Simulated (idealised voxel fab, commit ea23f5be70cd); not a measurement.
process module | voxel wiring stack
cross-section cut | 230 nm wide | cells 5 nm
A cross-section is a grid of square cells, given in bands from the top down. A band is one or more rows of cells.
Each band's line starts with the height of the band's top and of its bottom, in nm. Then come its materials from left to right, each with its width in nm. One material with "throughout" fills the band from edge to edge. "air" is empty space.
Height 0 is the level under which the wafer as received is all one material. The lowest band goes on downwards, as in "0 down".
A width such as "30 to 40" changes by the same amount from each row of cells to the next, from the band's top row to its bottom row.
"no change" after a step means that no cell of the cross-section changed.
closed voids: empty space of 8 cells or more with no open way to the top, each as width x height at its distance from the left edge, in nm
after a step's settings: what the simulator itself notes on the step
overlay nm, on a step with a mask: how far to the right of its planned place the mask lay; to the left if negative
plan
1 op RECEIVE | material Si
2 op CONFORMAL_DEP | material SiO2 | thk nm 10
3 op CONFORMAL_DEP | material SiCN | thk nm 5
4 op DIRECTIONAL_DEP | material lowk | thk nm 25
5 op DIRECTIONAL_DEP | material aC | thk nm 10
6 op PATTERN | tone open | mask id METAL_1 | material resist | width nm 30 | pitch nm 45 | thk nm 25 | overlay nm 0
7 op DIRECTIONAL_ETCH | etch materials aC | depth nm 10
8 op STRIP | etch materials resist
9 op DIRECTIONAL_ETCH | etch materials lowk | depth nm 25
10 op DIRECTIONAL_ETCH | etch materials SiCN | depth nm 5
11 op STRIP | etch materials aC
12 op CONFORMAL_DEP | material TiN | thk nm 5
13 op FILL_DEP | material Cu | thk nm 5
14 op CMP | height nm 40
15 op CONFORMAL_DEP | material SiCN | thk nm 5
16 op DIRECTIONAL_DEP | material SiO2 | thk nm 30
17 op MASKED_ETCH | tone open | mask id METAL_2 | width nm 30 | pitch nm 45 | etch materials SiO2 | depth nm 20 | overlay nm 0
18 op DIRECTIONAL_DEP | material aC | thk nm 15
19 op PATTERN | tone open | mask id METAL_2_HOLES | material resist | width nm 15 | pitch nm 45 | thk nm 30 | overlay nm 0
20 op DIRECTIONAL_ETCH | etch materials aC | depth nm 15
21 op STRIP | etch materials resist
22 op DIRECTIONAL_ETCH | etch materials SiO2 | depth nm 10
23 op DIRECTIONAL_ETCH | etch materials SiCN | depth nm 5
24 op STRIP | etch materials aC
25 op CONFORMAL_DEP | material TiN | thk nm 5
26 op FILL_DEP | material Cu | thk nm 10
27 op CMP | height nm 75
28 op CONFORMAL_DEP | material SiCN | thk nm 5
29 op DIRECTIONAL_DEP | material lowk | thk nm 30
30 op MASKED_ETCH | tone open | mask id METAL_3 | width nm 30 | pitch nm 45 | etch materials lowk | depth nm 20 | overlay nm 0
31 op DIRECTIONAL_DEP | material aC | thk nm 15
32 op PATTERN | tone open | mask id METAL_3_HOLES | material resist | width nm 15 | pitch nm 45 | thk nm 30 | overlay nm 0
33 op DIRECTIONAL_ETCH | etch materials aC | depth nm 15
34 op STRIP | etch materials resist
35 op DIRECTIONAL_ETCH | etch materials lowk | depth nm 10
36 op DIRECTIONAL_ETCH | etch materials SiCN | depth nm 5
37 op STRIP | etch materials aC
38 op CONFORMAL_DEP | material TiN | thk nm 5
39 op FILL_DEP | material Ru | thk nm 5
40 op CMP | height nm 110
41 op CONFORMAL_DEP | material SiCN | thk nm 5
as received, after step 1
  0 down: Si throughout
  closed voids: none
a wafer at the end: this start, this plan, one mistake
  115 to 110: SiCN throughout
  110 to 105: SiCN 30 | TiN 15 | SiCN 30 | TiN 15 | SiCN 30 | TiN 15 | SiCN 30 | TiN 15 | SiCN 50
  105 to 75: lowk throughout
  75 to 60: SiO2 30 | TiN 5 | Cu 20 | TiN 5 | SiO2 15 | TiN 5 | Cu 20 | TiN 5 | SiO2 15 | TiN 5 | Cu 20 | TiN 5 | SiO2 15 | TiN 5 | Cu 20 | TiN 5 | SiO2 35
  60 to 55: SiO2 30 | TiN 5 | Cu 5 | TiN 20 | SiO2 15 | TiN 5 | Cu 5 | TiN 20 | SiO2 15 | TiN 5 | Cu 5 | TiN 20 | SiO2 15 | TiN 5 | Cu 5 | TiN 20 | SiO2 35
  55 to 45: SiO2 30 | TiN 5 | Cu 5 | TiN 5 | SiO2 30 | TiN 5 | Cu 5 | TiN 5 | SiO2 30 | TiN 5 | Cu 5 | TiN 5 | SiO2 30 | TiN 5 | Cu 5 | TiN 5 | SiO2 50
  45 to 40: SiCN 30 | TiN 15 | SiCN 30 | TiN 15 | SiCN 30 | TiN 15 | SiCN 30 | TiN 15 | SiCN 50
  40 to 15: lowk 30 | TiN 5 | Cu 20 | TiN 5 | lowk 15 | TiN 5 | Cu 20 | TiN 5 | lowk 15 | TiN 5 | Cu 20 | TiN 5 | lowk 15 | TiN 5 | Cu 20 | TiN 5 | lowk 35
  15 to 10: SiCN 30 | TiN 30 | SiCN 15 | TiN 30 | SiCN 15 | TiN 30 | SiCN 15 | TiN 30 | SiCN 35
  10 to 0: SiO2 throughout
  0 down: Si throughout
  closed voids: none
what went wrong: steps 28 and 29 were swapped
